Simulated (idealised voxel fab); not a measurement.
This section sets out a process module, namely voxel transistor to metal.
Square cells of 5 nm make up the cross-section cut, whose width is 155 nm.
Cross-section layout: square cells on a grid; listed as bands, top to bottom; a band spans one or more cell rows.
In this notation a band is specified by the heights of its top and bottom, in that order and in nm, after which its materials appear from left to right, each paired with its width in nm. The word "everywhere" attached to a single material means that material fills the band from edge to edge; the word "blank" stands for empty space.
Height 0 is the level under which the wafer as received is all one material. The lowest band goes on downwards, as in "z 0 and below".
Read "30->40" as a graded width: first number on top, second number at the bottom, same change between each pair of neighbouring rows.
"remained unchanged" -> step changed no cross-section cell.
Voids not open to the top, 8 cells minimum: see "Sealed voids". Written width x height at distance; distance is from the left edge; nm.
Anything after a step's settings on that line? It's the simulator's own note about the step.
If you see "overlay nm" on a step's line and that step has a mask, it's telling you how far right of where it was planned the mask ended up; a negative number means it went left instead.
-- Intended process steps
1,RECEIVE,material Si
2,CONFORMAL_DEP,material SiO2,thk nm 5
3,CONFORMAL_DEP,material SiN,thk nm 15
4,PATTERN,tone cover,mask id ACTIVE,material resist,width nm 105,thk nm 15,overlay nm 0
5,DIRECTIONAL_ETCH,etch materials SiN,depth nm 15
6,DIRECTIONAL_ETCH,etch materials SiO2,depth nm 5
7,DIRECTIONAL_ETCH,etch materials Si,depth nm 20
8,STRIP,etch materials resist
9,OXIDIZE,depth nm 5
10,FILL_DEP,material SiO2,thk nm 15
11,CMP,height nm 20
12,SELECTIVE_ETCH,etch materials SiO2,depth nm 15
13,STRIP,etch materials SiN
14,SELECTIVE_ETCH,etch materials SiO2,depth nm 5
15,OXIDIZE,depth nm 5
16,DIRECTIONAL_DEP,material polySi,thk nm 30
17,DIRECTIONAL_DEP,material SiCN,thk nm 10
18,DIRECTIONAL_DEP,material aC,thk nm 10
19,PATTERN,tone cover,mask id GATE,material resist,width nm 25,thk nm 30,overlay nm 0
20,DIRECTIONAL_ETCH,etch materials aC,depth nm 10
21,STRIP,etch materials resist
22,DIRECTIONAL_ETCH,etch materials SiCN,depth nm 20
23,DIRECTIONAL_ETCH,etch materials polySi,depth nm 40
24,STRIP,etch materials aC
25,CONFORMAL_DEP,material SiO2,thk nm 5
26,DIRECTIONAL_ETCH,etch materials SiO2,depth nm 5
27,CONFORMAL_DEP,material SiN,thk nm 10
28,DIRECTIONAL_ETCH,etch materials SiN,depth nm 10
29,DIRECTIONAL_ETCH,etch materials SiO2,depth nm 5
30,DIRECTIONAL_ETCH,etch materials Si,depth nm 15
31,EPI,material nSi,thk nm 15
32,FILL_DEP,material SiO2,thk nm 10
33,CMP,height nm 40
34,DIRECTIONAL_DEP,material SiO2,thk nm 15
35,PATTERN,tone open,mask id CONTACT,material resist,width nm 30,pitch nm 65,thk nm 20,overlay nm 0
36,DIRECTIONAL_ETCH,etch materials SiO2,depth nm 60
37,STRIP,etch materials resist
38,CONFORMAL_DEP,material TiN,thk nm 5
39,FILL_DEP,material Ru,thk nm 5
40,CMP,height nm 55
41,CONFORMAL_DEP,material SiCN,thk nm 5
42,DIRECTIONAL_DEP,material SiO2,thk nm 25
43,MASKED_ETCH,tone open,mask id METAL_1,width nm 20,pitch nm 75,etch materials SiO2,depth nm 25,overlay nm 0
44,MASKED_ETCH,tone open,mask id METAL_1,width nm 20,pitch nm 75,etch materials SiCN,depth nm 5,overlay nm 0
45,CONFORMAL_DEP,material TiN,thk nm 5
46,FILL_DEP,material Cu,thk nm 5
47,CMP,height nm 85
48,CONFORMAL_DEP,material SiN,thk nm 5
-- Step 1 complete: cross-section of the wafer as received
	z 0 and below  Si everywhere
	Sealed voids: none
-- First of two wafers at the end of the module, shown in cross-section; run carried out as planned
	z 90 to 85  SiN everywhere
	z 85 to 60  SiO2 30 nm  TiN 5 nm  Cu 10 nm  TiN 5 nm  SiO2 55 nm  TiN 5 nm  Cu 10 nm  TiN 5 nm  SiO2 30 nm
	z 60 to 55  SiCN 30 nm  TiN 20 nm  SiCN 55 nm  TiN 20 nm  SiCN 30 nm
	z 55 to 45  SiO2 30 nm  TiN 5 nm  Ru 20 nm  TiN 5 nm  SiO2 35 nm  TiN 5 nm  Ru 20 nm  TiN 5 nm  SiO2 30 nm
	z 45 to 40  SiO2 30 nm  TiN 5 nm  Ru 10 nm  TiN 15 nm  SiO2 35 nm  TiN 15 nm  Ru 10 nm  TiN 5 nm  SiO2 30 nm
	z 40 to 30  SiO2 30 nm  TiN 5 nm  Ru 10 nm  TiN 5 nm  SiN 10 nm  SiO2 5 nm  SiCN 25 nm  SiO2 5 nm  SiN 10 nm  TiN 5 nm  Ru 10 nm  TiN 5 nm  SiO2 30 nm
	z 30 to 15  SiO2 30 nm  TiN 5 nm  Ru 10 nm  TiN 5 nm  SiN 10 nm  SiO2 5 nm  polySi 25 nm  SiO2 5 nm  SiN 10 nm  TiN 5 nm  Ru 10 nm  TiN 5 nm  SiO2 30 nm
	z 15 to 10  SiO2 30 nm  TiN 20 nm  SiN 10 nm  SiO2 5 nm  polySi 25 nm  SiO2 5 nm  SiN 10 nm  TiN 20 nm  SiO2 30 nm
	z 10 to 0  SiO2 30 nm  TiN 5 nm  nSi 15 nm  SiN 10 nm  SiO2 5 nm  polySi 25 nm  SiO2 5 nm  SiN 10 nm  nSi 15 nm  TiN 5 nm  SiO2 30 nm
	z 0 to -5  SiO2 30 nm  TiN 5 nm  nSi 15 nm  SiO2 55 nm  nSi 15 nm  TiN 5 nm  SiO2 30 nm
	z -5 to -20  SiO2 30 nm  nSi 20 nm  Si 55 nm  nSi 20 nm  SiO2 30 nm
	z -20 to -25  SiO2 30 nm  Si 95 nm  SiO2 30 nm
	z -25 and below  Si everywhere
	Sealed voids: none
-- This cross-section belongs to the second wafer of two at the end of the module; the start and the plan were shared with the first, and the run included one mistake
	z 90 to 85  SiN everywhere
	z 85 to 60  SiO2 30 nm  TiN 5 nm  Cu 10 nm  TiN 5 nm  SiO2 55 nm  TiN 5 nm  Cu 10 nm  TiN 5 nm  SiO2 30 nm
	z 60 to 55  SiCN 30 nm  TiN 20 nm  SiCN 55 nm  TiN 20 nm  SiCN 30 nm
	z 55 to 45  SiO2 30 nm  TiN 5 nm  Ru 20 nm  TiN 5 nm  SiO2 35 nm  TiN 5 nm  Ru 20 nm  TiN 5 nm  SiO2 30 nm
	z 45 to 40  SiO2 30 nm  TiN 5 nm  Ru 15 nm  TiN 10 nm  SiO2 35 nm  TiN 10 nm  Ru 15 nm  TiN 5 nm  SiO2 30 nm
	z 40 to 30  SiO2 30 nm  TiN 5 nm  Ru 15 nm  TiN 5 nm  SiN 10 nm  SiCN 25 nm  SiN 10 nm  TiN 5 nm  Ru 15 nm  TiN 5 nm  SiO2 30 nm
	z 30 to 15  SiO2 30 nm  TiN 5 nm  Ru 15 nm  TiN 5 nm  SiN 10 nm  polySi 25 nm  SiN 10 nm  TiN 5 nm  Ru 15 nm  TiN 5 nm  SiO2 30 nm
	z 15 to 10  SiO2 30 nm  TiN 25 nm  SiN 10 nm  polySi 25 nm  SiN 10 nm  TiN 25 nm  SiO2 30 nm
	z 10 to 0  SiO2 30 nm  TiN 10 nm  nSi 15 nm  SiN 10 nm  polySi 25 nm  SiN 10 nm  nSi 15 nm  TiN 10 nm  SiO2 30 nm
	z 0 to -5  SiO2 30 nm  TiN 10 nm  nSi 15 nm  SiN 10 nm  SiO2 25 nm  SiN 10 nm  nSi 15 nm  TiN 10 nm  SiO2 30 nm
	z -5 to -10  SiO2 25 nm  nSi 30 nm  Si 45 nm  nSi 30 nm  SiO2 25 nm
	z -10 to -20  SiO2 30 nm  nSi 25 nm  Si 45 nm  nSi 25 nm  SiO2 30 nm
	z -20 to -25  SiO2 30 nm  Si 95 nm  SiO2 30 nm
	z -25 and below  Si everywhere
	Sealed voids: none
Short version of what went wrong: step 25 of the plan never got run, it was skipped over
at the end the second wafer has, in cells: 12 more of Ru, 6 fewer of Si, 4 more of SiN, 24 fewer of SiO2, 6 more of TiN, 8 more of nSi
